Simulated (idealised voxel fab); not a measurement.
Process module name: voxel self aligned contacts
The cross-section on display is named cut; it measures 195 nm wide, and its cells are 5 nm squares.
Cross-section, as written here: a square-cell grid given band by band from the top down, where a band holds one or more rows of cells.
The entry gives the band's vertical extent as a top height and a bottom height in nm, then its horizontal make-up as materials from left to right, each with a width in nm. "blank" stands for empty space; a single material marked "throughout" fills the band edge to edge.
Zero point of the height axis is 0; under it, received wafer = one material. Lowest band: continues down indefinitely, "0 -> down".
So if you see something like "30 to 40" for the width, read it as the top row of the band sitting at the first number and the bottom row at the second, with every row in between moving by the same amount as the last.
The cross-section has no changed cell in any step marked "identical to before".
"closed voids" lists enclosed empty spaces (at least 8 cells, no open path upward to the top), each as width x height at distance from the left edge, in nm.
Whatever follows a step's settings on its line is a remark the simulator itself makes about that step.
Regarding "overlay nm": on a step with a mask, it is the distance the mask lay to the right of its planned place; a negative value places it to the left.
Here's what the planned process steps look like
| 1 | RECEIVE (material Si) |
| 2 | OXIDIZE (depth nm 5) |
| 3 | DIRECTIONAL_DEP (material polySi; thk nm 20) |
| 4 | DIRECTIONAL_DEP (material SiN; thk nm 20) |
| 5 | DIRECTIONAL_DEP (material aC; thk nm 15) |
| 6 | PATTERN (tone cover; mask id GATE; material resist; width nm 25; pitch nm 65; thk nm 30; overlay nm 0) |
| 7 | DIRECTIONAL_ETCH (etch materials aC; depth nm 15) |
| 8 | STRIP (etch materials resist) |
| 9 | DIRECTIONAL_ETCH (etch materials SiN; depth nm 20) |
| 10 | DIRECTIONAL_ETCH (etch materials polySi; depth nm 20) |
| 11 | STRIP (etch materials aC) |
| 12 | CONFORMAL_DEP (material SiN; thk nm 10) |
| 13 | DIRECTIONAL_ETCH (etch materials SiN; depth nm 10) |
| 14 | FILL_DEP (material SiO2; thk nm 20) |
| 15 | CMP (height nm 50) |
| 16 | PATTERN (tone open; mask id CONTACT; material resist; width nm 50; pitch nm 65; thk nm 20; overlay nm 0) |
| 17 | DIRECTIONAL_ETCH (etch materials SiO2; depth nm 55) |
| 18 | STRIP (etch materials resist) |
| 19 | CONFORMAL_DEP (material TiN; thk nm 5) |
| 20 | FILL_DEP (material Ru; thk nm 5) |
| 21 | CMP (height nm 50) |
| 22 | CONFORMAL_DEP (material SiCN; thk nm 5) |
Cross-section of the wafer upon arrival, representing the state reached after step 1
    0 -> down  Si throughout
    closed voids: none
Module complete - cross-section of the first of two wafers, run according to plan
    55 -> 50  SiCN throughout
    50 -> 40  40 of SiO2, then 5 to 20 of TiN, then 40 to 10 of Ru, then 5 to 20 of TiN, then 15 of SiO2, then 5 to 20 of TiN, then 40 to 10 of Ru, then 5 to 20 of TiN, then 40 of SiO2
    40 -> 20  10 of SiO2, then 45 of SiN, then 5 of TiN, then 10 of Ru, then 5 of TiN, then 45 of SiN, then 5 of TiN, then 10 of Ru, then 5 of TiN, then 45 of SiN, then 10 of SiO2
    20 -> 0  10 of SiO2, then 10 of SiN, then 25 of polySi, then 10 of SiN, then 5 of TiN, then 10 of Ru, then 5 of TiN, then 10 of SiN, then 25 of polySi, then 10 of SiN, then 5 of TiN, then 10 of Ru, then 5 of TiN, then 10 of SiN, then 25 of polySi, then 10 of SiN, then 10 of SiO2
    0 -> -5  55 of SiO2, then 20 of TiN, then 45 of SiO2, then 20 of TiN, then 55 of SiO2
    -5 -> down  Si throughout
    closed voids: none
Cross-section of the latter of the two wafers at module completion. It had an identical start and an identical plan to the former; in running it, one mistake was made
    55 -> 50  SiCN throughout
    50 -> 45  40 of SiO2, then 5 of TiN, then 40 of Ru, then 5 of TiN, then 15 of SiO2, then 5 of TiN, then 40 of Ru, then 5 of TiN, then 40 of SiO2
    45 -> 40  40 of SiO2, then 50 of TiN, then 15 of SiO2, then 50 of TiN, then 40 of SiO2
    40 -> 20  30 of SiN, then 5 of SiO2, then 60 of SiN, then 5 of SiO2, then 60 of SiN, then 5 of SiO2, then 30 of SiN
    20 -> 0  20 of polySi, then 10 of SiN, then 5 of SiO2, then 10 of SiN, then 40 of polySi, then 10 of SiN, then 5 of SiO2, then 10 of SiN, then 40 of polySi, then 10 of SiN, then 5 of SiO2, then 10 of SiN, then 20 of polySi
    0 -> -5  SiO2 throughout
    -5 -> down  Si throughout
    closed voids: none
Run error: step 6 was processed under conditions differing from the plan, specifically as PATTERN (tone open; mask id GATE; material resist; width nm 25; pitch nm 65; thk nm 30; overlay nm 0)
Looking at both finished wafers in cells, the second ends up ahead of or behind the first on some materials: -36 Ru | +36 SiN | -36 TiN | +36 polySi
